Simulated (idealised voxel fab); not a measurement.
Herein follows the process module entitled voxel spacer lines.
Cross-section cut spans 260 nm and uses square cells 5 nm in size.
In this document a cross-section is written as a grid of square cells. It is given as a series of bands, listed from the top down, and a band is one or more rows of cells. Per band: top height and bottom height in nm, followed by the left-to-right materials and their widths in nm; "full width" marks a single material spanning edge to edge, "empty" marks empty space. Convention: height 0 is the level below which the wafer, as received, is all one material. The lowest band does not terminate at the bottom but continues downward, represented as "0 nm and below". Top row gets the first number, bottom row gets the second, and each row in between changes by the same step: that is how a band width like "30 to 40" works. Key: "left unchanged" - step with no changed cell in the cross-section. "Closed void catalog": empty spaces of 8 cells or more with no open way to the top, each given as width x height at distance, distance from the left edge, all in nm. On each step's line, the part that comes after the settings is the simulator's own comment on the step. The "overlay nm" setting may appear on a step's line; for a step that uses a mask, it gives how far to the right of its planned position the mask lay, and a negative value indicates the left.

## plan
1: RECEIVE, material Si
2: CONFORMAL_DEP, material Al2O3, thk nm 10
3: DIRECTIONAL_DEP, material SiN, thk nm 10
4: DIRECTIONAL_DEP, material aC, thk nm 25
5: PATTERN, tone cover, mask id MANDREL, material resist, width nm 25, pitch nm 70, thk nm 35, overlay nm 0
6: DIRECTIONAL_ETCH, etch materials aC, depth nm 25
7: STRIP, etch materials resist
8: CONFORMAL_DEP, material SiO2, thk nm 10
9: DIRECTIONAL_ETCH, etch materials SiO2, depth nm 10
10: STRIP, etch materials aC
11: DIRECTIONAL_ETCH, etch materials SiN, depth nm 10
12: STRIP, etch materials SiO2

## Cross-section of the wafer as it came to us, i.e., already through step 1
- 0 nm and below | Si full width
- Closed void catalog: none

## first wafer at the end, as planned
- 20 nm to 10 nm | empty 35  SiN 10  empty 25  SiN 10  empty 25  SiN 10  empty 25  SiN 10  empty 25  SiN 10  empty 25  SiN 10  empty 40
- 10 nm to 0 nm | Al2O3 full width
- 0 nm and below | Si full width
- Closed void catalog: none

## What the second wafer looks like in cross-section once the module is done. Its start and its plan matched the first wafer's exactly; what differed was one mistake in how it was run
- 45 nm to 20 nm | empty 35  SiN 10  aC 25  SiN 10  empty 25  SiN 10  aC 25  SiN 10  empty 25  SiN 10  aC 25  SiN 10  empty 40
- 20 nm to 10 nm | SiN full width
- 10 nm to 0 nm | Al2O3 full width
- 0 nm and below | Si full width
- Closed void catalog: none
Misprocessing identified: heads up, step 8 didn't go per plan, it actually ran as CONFORMAL_DEP, material SiN, thk nm 10
Wafer comparison, final, in cells, second relative to first, materials more or fewer: SiN +140, aC +75
